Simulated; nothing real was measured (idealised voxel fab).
process module | voxel self aligned contacts
cross-section cut | 180 nm wide | cells 5 nm
A cross-section is a grid of square cells, given in bands from the top down. A band is one or more rows of cells.
Each band's line starts with the height of the band's top and of its bottom, in nm. Then come its materials from left to right, each with its width in nm. One material with "throughout" fills the band from edge to edge. "air" is empty space.
Height 0 is the level under which the wafer as received is all one material. The lowest band goes on downwards, as in "0 down".
A width such as "30 to 40" changes by the same amount from each row of cells to the next, from the band's top row to its bottom row.
"no change" after a step means that no cell of the cross-section changed.
closed voids: empty space of 8 cells or more with no open way to the top, each as width x height at its distance from the left edge, in nm
after a step's settings: what the simulator itself notes on the step
overlay nm, on a step with a mask: how far to the right of its planned place the mask lay; to the left if negative
plan
1 op RECEIVE | material Si
2 op OXIDIZE | depth nm 5
3 op DIRECTIONAL_DEP | material polySi | thk nm 20
4 op DIRECTIONAL_DEP | material SiN | thk nm 15
5 op DIRECTIONAL_DEP | material aC | thk nm 10
6 op PATTERN | tone cover | mask id GATE | material resist | width nm 25 | pitch nm 50 | thk nm 25 | overlay nm 0
7 op DIRECTIONAL_ETCH | etch materials aC | depth nm 10
8 op STRIP | etch materials resist
9 op DIRECTIONAL_ETCH | etch materials SiN | depth nm 15
10 op DIRECTIONAL_ETCH | etch materials polySi | depth nm 20
11 op STRIP | etch materials aC
12 op CONFORMAL_DEP | material SiN | thk nm 5
13 op DIRECTIONAL_ETCH | etch materials SiN | depth nm 5
14 op FILL_DEP | material SiO2 | thk nm 10
15 op CMP | height nm 40
16 op PATTERN | tone open | mask id CONTACT | material resist | width nm 35 | thk nm 15 | overlay nm 0
17 op DIRECTIONAL_ETCH | etch materials SiO2 | depth nm 45
18 op STRIP | etch materials resist
19 op CONFORMAL_DEP | material TiN | thk nm 5
20 op FILL_DEP | material Ru | thk nm 10
21 op CMP | height nm 40
22 op CONFORMAL_DEP | material SiN | thk nm 5
as received, after step 1
  0 down: Si throughout
  closed voids: none
a wafer at the end: this start, this plan, one mistake
  45 to 40: SiN throughout
  40 to 35: SiO2 45 | SiN 35 | TiN 15 | SiN 35 | SiO2 50
  35 to 20: SiN throughout
  20 to 0: polySi throughout
  0 to -5: SiO2 throughout
  -5 down: Si throughout
  closed voids: none
what went wrong: step 4 was run twice
